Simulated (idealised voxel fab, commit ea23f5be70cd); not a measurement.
Process module in this document: voxel plated lines
We display cut, a cross-section 240 nm in width whose square cells are each 5 nm.
Cross-section spec: square-cell grid; bands listed top down; each band is one or more rows.
Top, bottom (nm), then materials left to right with widths (nm); lone material tagged "everywhere" fills the whole band edge to edge; "air" = empty space.
Measure heights from 0. That's the level where, below it, the as-received wafer is all one material. The lowest band is bottomless and extends downward; write it as in "0 and below".
Width "30 to 40": first value at the band's top row of cells, second value at its bottom row, equal change from row to row.
It should be understood that the words "nothing was modified", when stated for a given step, signify that the cross-section underwent no change in any of its cells during that step.
Each empty space that has no open way to the top and spans at least 8 cells appears under "Cavities, closed" as width x height at distance, the distance counted from the left edge, all in nm.
Post-settings text on a step line: simulator's own remark regarding the step.
Among the settings permitted on a step's line is "overlay nm"; applied to a step with a mask, it specifies the extent to which the mask lay to the right of its planned position, whereas a negative figure signifies a position to the left.
### The steps planned for the process are as follows
- 1: RECEIVE: material Si
- 2: CONFORMAL_DEP: material SiN, thk nm 5
- 3: DIRECTIONAL_DEP: material TiN, thk nm 5
- 4: PATTERN: tone open, mask id LINES, material resist, width nm 15, pitch nm 35, thk nm 35, overlay nm 0
- 5: EPI: material Ru, thk nm 5
- 6: EPI: material Ru, thk nm 5
- 7: EPI: material Ru, thk nm 10
- 8: STRIP: etch materials resist
- 9: DIRECTIONAL_ETCH: etch materials TiN, depth nm 5
- 10: CONFORMAL_DEP: material SiCN, thk nm 5
The thk nm used in step 3 is not the same on every wafer, whereas the starting condition is; the value printed in the plan is the first wafer's.
### The as-received cross-section of the first of several wafers corresponds to the state after step 1
0 and below  Si everywhere
Cavities, closed: none
### The following table contains a row per wafer, in which are reported, at the conclusion of the module, the cells of each material gained (+) or lost (-) since the wafer's receipt, with its closed voids given thereafter
thk nm 5, +24 Ru, +68 SiCN, +48 SiN, +6 TiN, Cavities, closed: none
thk nm 10, +24 Ru, +68 SiCN, +48 SiN, +54 TiN, Cavities, closed: none
thk nm 15, +24 Ru, +68 SiCN, +48 SiN, +102 TiN, Cavities, closed: none
thk nm 20, +24 Ru, +68 SiCN, +48 SiN, +150 TiN, Cavities, closed: none
